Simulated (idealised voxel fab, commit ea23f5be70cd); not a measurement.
Name of the process module below: voxel lift off
Each square cell in cross-section cut measures 5 nm, and the section as a whole is 220 nm wide.
If you're reading a cross-section in this doc, picture square cells in a grid; it comes to you as bands, top ones listed first down to the bottom, and a band can be one or more rows of cells. Each band's line starts with the height of the band's top and of its bottom, in nm. Then come its materials from left to right, each with its width in nm. One material with "full width" fills the band from edge to edge. "empty" is empty space. The level at which height equals 0 is the one under which the wafer, as it arrives, is entirely one material. No lower edge exists for the bottom band, which continues downward and is notated as in "top 0, no bottom". Width: "30..40" (first number = top row, second number = bottom row, same change from row to row of cells). The designation "nothing was modified", where it is given for a processing step, indicates that no cell of the cross-section was altered in the course of that step. Look at "Non-vented voids" for the closed voids: empty spaces with no open path to the top, sized 8 cells or up. Each is width x height at distance, distance from the left edge, all nm. That trailing text on a step's line, after the settings, is the simulator's own remark on the step. On any step carrying a mask, the "overlay nm" setting, if present on the step's line, tells how far right of its planned place the mask lay; negative values point to the left.

# These are the steps we planned for the process
1 RECEIVE | material Si
2 CONFORMAL_DEP | material SiN | thk nm 15
3 PATTERN | tone open | mask id LINES | material resist | width nm 25 | pitch nm 40 | thk nm 20 | overlay nm -15
4 DIRECTIONAL_DEP | material Ru | thk nm 5
5 STRIP | etch materials resist
6 CONFORMAL_DEP | material SiN | thk nm 5
Don't read the plan's overlay nm for step 3 as applying to every wafer: that's the first wafer's value, and the wafers differ in it, though they all start identical.

# Step 1 complete: as-received cross-section of the first of several wafers
- top 0, no bottom | Si full width
- Non-vented voids: none

# Below, a row for every wafer. Read it as the end-of-module picture: for each material the wafer shows its cells gained (+) or lost (-) since it was received, and then its closed voids
overlay nm -15, +15 Ru, +182 SiN, Non-vented voids: none
overlay nm -10, +15 Ru, +182 SiN, Non-vented voids: none
overlay nm -5, +15 Ru, +182 SiN, Non-vented voids: none
overlay nm 0, +15 Ru, +182 SiN, Non-vented voids: none
overlay nm 5, +15 Ru, +182 SiN, Non-vented voids: none
overlay nm 10, +15 Ru, +182 SiN, Non-vented voids: none
overlay nm 15, +15 Ru, +182 SiN, Non-vented voids: none
